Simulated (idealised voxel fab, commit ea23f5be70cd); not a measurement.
The process module that follows is named voxel gate over fins.
FYI the section here is cut, 270 nm wide, cells are 5 nm squares.
Reading order for cross-sections: top band down to bottom band. Underlying form: a grid of square cells. Band size: one or more rows of cells.
Band: top and bottom heights (nm) first, top before bottom; then materials from left to right, widths in nm. "all across" marks a sole material filling the band edge to edge. "air" denotes empty space.
Where do heights start? At 0: under that level the wafer as delivered is made of one material only. And the lowest band has no floor; it just carries on downward, as in "0 -> down".
Top row gets the first number, bottom row gets the second, and each row in between changes by the same step: that is how a band width like "30 to 40" works.
A step reported as "no modifications" is a step in which no cell of the cross-section changed.
Listed in "Sealed void listing": every empty space of 8 or more cells without an open way to the top. Form: width x height at distance, the distance being from the left edge, all in nm.
The remark found on a step's line after its settings is issued by the simulator itself and pertains to that step.
"overlay nm" on a masked step: distance the mask lay right of its planned place, negative for left.

### Below is the list of planned process steps
- 1: op RECEIVE | material Si
- 2: op CONFORMAL_DEP | material SiN | thk nm 10
- 3: op DIRECTIONAL_DEP | material aC | thk nm 15
- 4: op PATTERN | tone cover | mask id FINS | material resist | width nm 15 | pitch nm 45 | thk nm 30 | overlay nm 0
- 5: op DIRECTIONAL_ETCH | etch materials aC | depth nm 15
- 6: op STRIP | etch materials resist
- 7: op DIRECTIONAL_ETCH | etch materials SiN | depth nm 10
- 8: op DIRECTIONAL_ETCH | etch materials Si | depth nm 30
- 9: op STRIP | etch materials aC
- 10: op FILL_DEP | material SiO2 | thk nm 10
- 11: op CMP | height nm 10
- 12: op SELECTIVE_ETCH | etch materials SiO2 | depth nm 25
- 13: op STRIP | etch materials SiN
- 14: op CONFORMAL_DEP | material HfO2 | thk nm 5
- 15: op CONFORMAL_DEP | material TiN | thk nm 5
- 16: op FILL_DEP | material W | thk nm 10
- 17: op CMP | height nm 15
- 18: op CONFORMAL_DEP | material SiCN | thk nm 10

### Cross-section of the incoming wafer, state after step 1
* 0 -> down: Si all across
* Sealed void listing: none

### Cross-section taken at module completion on the first of two wafers; processed per the plan
* 25 -> 15: SiCN all across
* 15 -> 10: W all across
* 10 -> 5: W 50; TiN 35; W 10; TiN 35; W 10; TiN 35; W 10; TiN 35; W 50
* 5 -> 0: W 50; TiN 5; HfO2 25; TiN 5; W 10; TiN 5; HfO2 25; TiN 5; W 10; TiN 5; HfO2 25; TiN 5; W 10; TiN 5; HfO2 25; TiN 5; W 50
* 0 -> -5: W 50; TiN 5; HfO2 5; Si 15; HfO2 5; TiN 5; W 10; TiN 5; HfO2 5; Si 15; HfO2 5; TiN 5; W 10; TiN 5; HfO2 5; Si 15; HfO2 5; TiN 5; W 10; TiN 5; HfO2 5; Si 15; HfO2 5; TiN 5; W 50
* -5 -> -10: TiN 55; HfO2 5; Si 15; HfO2 5; TiN 20; HfO2 5; Si 15; HfO2 5; TiN 20; HfO2 5; Si 15; HfO2 5; TiN 20; HfO2 5; Si 15; HfO2 5; TiN 55
* -10 -> -15: HfO2 60; Si 15; HfO2 30; Si 15; HfO2 30; Si 15; HfO2 30; Si 15; HfO2 60
* -15 -> -30: SiO2 60; Si 15; SiO2 30; Si 15; SiO2 30; Si 15; SiO2 30; Si 15; SiO2 60
* -30 -> down: Si all across
* Sealed void listing: none

### End of module, second wafer, cross-section. Started like the first, planned like the first, run with one mistake
* 25 -> 15: SiCN all across
* 15 -> 10: W all across
* 10 -> 5: W 60; TiN 35; W 10; TiN 35; W 10; TiN 35; W 10; TiN 35; W 40
* 5 -> 0: W 60; TiN 5; HfO2 25; TiN 5; W 10; TiN 5; HfO2 25; TiN 5; W 10; TiN 5; HfO2 25; TiN 5; W 10; TiN 5; HfO2 25; TiN 5; W 40
* 0 -> -5: W 60; TiN 5; HfO2 5; Si 15; HfO2 5; TiN 5; W 10; TiN 5; HfO2 5; Si 15; HfO2 5; TiN 5; W 10; TiN 5; HfO2 5; Si 15; HfO2 5; TiN 5; W 10; TiN 5; HfO2 5; Si 15; HfO2 5; TiN 5; W 40
* -5 -> -10: TiN 65; HfO2 5; Si 15; HfO2 5; TiN 20; HfO2 5; Si 15; HfO2 5; TiN 20; HfO2 5; Si 15; HfO2 5; TiN 20; HfO2 5; Si 15; HfO2 5; TiN 45
* -10 -> -15: HfO2 70; Si 15; HfO2 30; Si 15; HfO2 30; Si 15; HfO2 30; Si 15; HfO2 50
* -15 -> -30: SiO2 70; Si 15; SiO2 30; Si 15; SiO2 30; Si 15; SiO2 30; Si 15; SiO2 50
* -30 -> down: Si all across
* Sealed void listing: none
So what did we get wrong on this run? step 4 was run on a setting that differed from the plan, and what really ran there is op PATTERN | tone cover | mask id FINS | material resist | width nm 15 | pitch nm 45 | thk nm 30 | overlay nm 10
In the final comparison it is observed that the number of cells assigned to each material is identical for the two wafers, whereas their placement is not.
